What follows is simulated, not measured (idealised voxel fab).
process module | voxel tone inversion
cross-section cut | 255 nm wide | cells 5 nm
A cross-section is a grid of square cells, given in bands from the top down. A band is one or more rows of cells.
Each band's line starts with the height of the band's top and of its bottom, in nm. Then come its materials from left to right, each with its width in nm. One material with "throughout" fills the band from edge to edge. "air" is empty space.
Height 0 is the level under which the wafer as received is all one material. The lowest band goes on downwards, as in "0 down".
A width such as "30 to 40" changes by the same amount from each row of cells to the next, from the band's top row to its bottom row.
"no change" after a step means that no cell of the cross-section changed.
closed voids: empty space of 8 cells or more with no open way to the top, each as width x height at its distance from the left edge, in nm
after a step's settings: what the simulator itself notes on the step
overlay nm, on a step with a mask: how far to the right of its planned place the mask lay; to the left if negative
plan
1 op RECEIVE | material Si
2 op CONFORMAL_DEP | material SiN | thk nm 5
3 op DIRECTIONAL_DEP | material aC | thk nm 20
4 op PATTERN | tone cover | mask id POSTS | material resist | width nm 20 | pitch nm 35 | thk nm 30 | overlay nm -15
5 op DIRECTIONAL_ETCH | etch materials aC | depth nm 20
6 op STRIP | etch materials resist
7 op FILL_DEP | material SiO2 | thk nm 5
8 op CMP | height nm 25
9 op STRIP | etch materials aC
10 op CONFORMAL_DEP | material TiN | thk nm 5
11 op FILL_DEP | material W | thk nm 5
12 op CMP | height nm 25
13 op CONFORMAL_DEP | material SiN | thk nm 5
varied across the wafers: overlay nm of step 4. The plan shows the first wafer's value. All wafers start alike
first wafer as received, after step 1
  0 down: Si throughout
  closed voids: none
first wafer at the end, after step 13
  30 to 25: SiN throughout
  25 to 10: SiO2 65 | TiN 5 | W 10 | TiN 5 | SiO2 15 | TiN 5 | W 10 | TiN 5 | SiO2 15 | TiN 5 | W 10 | TiN 5 | SiO2 100
  10 to 5: SiO2 65 | TiN 20 | SiO2 15 | TiN 20 | SiO2 15 | TiN 20 | SiO2 100
  5 to 0: SiN throughout
  0 down: Si throughout
  closed voids: none
last wafer at the end
  30 to 25: SiN throughout
  25 to 10: SiO2 95 | TiN 5 | W 10 | TiN 5 | SiO2 15 | TiN 5 | W 10 | TiN 5 | SiO2 15 | TiN 5 | W 10 | TiN 5 | SiO2 70
  10 to 5: SiO2 95 | TiN 20 | SiO2 15 | TiN 20 | SiO2 15 | TiN 20 | SiO2 70
  5 to 0: SiN throughout
  0 down: Si throughout
  closed voids: none
each wafer at the end: cells of each material gained (+) or lost (-) since it was received, then its closed voids
overlay nm -15 | +102 SiN | +156 SiO2 | +30 TiN | +18 W | closed voids: none
overlay nm -10 | +102 SiN | +156 SiO2 | +30 TiN | +18 W | closed voids: none
overlay nm -5 | +102 SiN | +156 SiO2 | +30 TiN | +18 W | closed voids: none
overlay nm 0 | +102 SiN | +156 SiO2 | +30 TiN | +18 W | closed voids: none
overlay nm 5 | +102 SiN | +156 SiO2 | +30 TiN | +18 W | closed voids: none
overlay nm 10 | +102 SiN | +156 SiO2 | +30 TiN | +18 W | closed voids: none
overlay nm 15 | +102 SiN | +156 SiO2 | +30 TiN | +18 W | closed voids: none
